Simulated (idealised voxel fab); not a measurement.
process module | voxel double patterning
cross-section cut | 150 nm wide | cells 5 nm
A cross-section is a grid of square cells, given in bands from the top down. A band is one or more rows of cells.
Each band's line starts with the height of the band's top and of its bottom, in nm. Then come its materials from left to right, each with its width in nm. One material with "throughout" fills the band from edge to edge. "air" is empty space.
Height 0 is the level under which the wafer as received is all one material. The lowest band goes on downwards, as in "0 down".
A width such as "30 to 40" changes by the same amount from each row of cells to the next, from the band's top row to its bottom row.
"no change" after a step means that no cell of the cross-section changed.
closed voids: empty space of 8 cells or more with no open way to the top, each as width x height at its distance from the left edge, in nm
after a step's settings: what the simulator itself notes on the step
overlay nm, on a step with a mask: how far to the right of its planned place the mask lay; to the left if negative
plan
1 op RECEIVE | material Si
2 op CONFORMAL_DEP | material SiN | thk nm 5
3 op DIRECTIONAL_DEP | material SiO2 | thk nm 15
4 op DIRECTIONAL_DEP | material SiCN | thk nm 10
5 op PATTERN | tone open | mask id FIRST | material resist | width nm 15 | pitch nm 50 | thk nm 20 | overlay nm 0
6 op DIRECTIONAL_ETCH | etch materials SiCN | depth nm 10
7 op STRIP | etch materials resist
8 op MASKED_ETCH | tone open | mask id SECOND | width nm 15 | etch materials SiCN | depth nm 10 | overlay nm 0
9 op DIRECTIONAL_ETCH | etch materials SiO2 | depth nm 15
10 op STRIP | etch materials SiCN
first wafer, as planned
as received, after step 1
  0 down: Si throughout
  closed voids: none
after step 2
  5 to 0: SiN throughout
  below 0: unchanged
after step 3
  20 to 5: SiO2 throughout
  below 5: unchanged
after step 4
  30 to 20: SiCN throughout
  below 20: unchanged
after step 5
  50 to 30: resist 40 | air 15 | resist 35 | air 15 | resist 45
  below 30: unchanged
after step 6
  50 to 30: resist 40 | air 15 | resist 35 | air 15 | resist 45
  30 to 20: SiCN 40 | air 15 | SiCN 35 | air 15 | SiCN 45
  below 20: unchanged
after step 7
  30 to 20: SiCN 40 | air 15 | SiCN 35 | air 15 | SiCN 45
  below 20: unchanged
after step 8
  30 to 20: SiCN 40 | air 15 | SiCN 10 | air 15 | SiCN 10 | air 15 | SiCN 45
  below 20: unchanged
after step 9
  30 to 20: SiCN 40 | air 15 | SiCN 10 | air 15 | SiCN 10 | air 15 | SiCN 45
  20 to 5: SiO2 40 | air 15 | SiO2 10 | air 15 | SiO2 10 | air 15 | SiO2 45
  below 5: unchanged
after step 10
  20 to 5: SiO2 40 | air 15 | SiO2 10 | air 15 | SiO2 10 | air 15 | SiO2 45
  below 5: unchanged
second wafer: like start, like plan, one mistake. Through step 8 it matches the first wafer
when step 9 should have ended
  30 to 20: SiCN 40 | air 15 | SiCN 10 | air 15 | SiCN 10 | air 15 | SiCN 45
  20 to 15: SiO2 40 | air 15 | SiO2 10 | air 15 | SiO2 10 | air 15 | SiO2 45
  below 15: unchanged
when step 10 should have ended
  20 to 15: SiO2 40 | air 15 | SiO2 10 | air 15 | SiO2 10 | air 15 | SiO2 45
  below 15: unchanged
what went wrong: step 9 ran as: op DIRECTIONAL_ETCH | etch materials SiO2 | depth nm 5
at the end the second wafer has, in cells: 18 more of SiO2
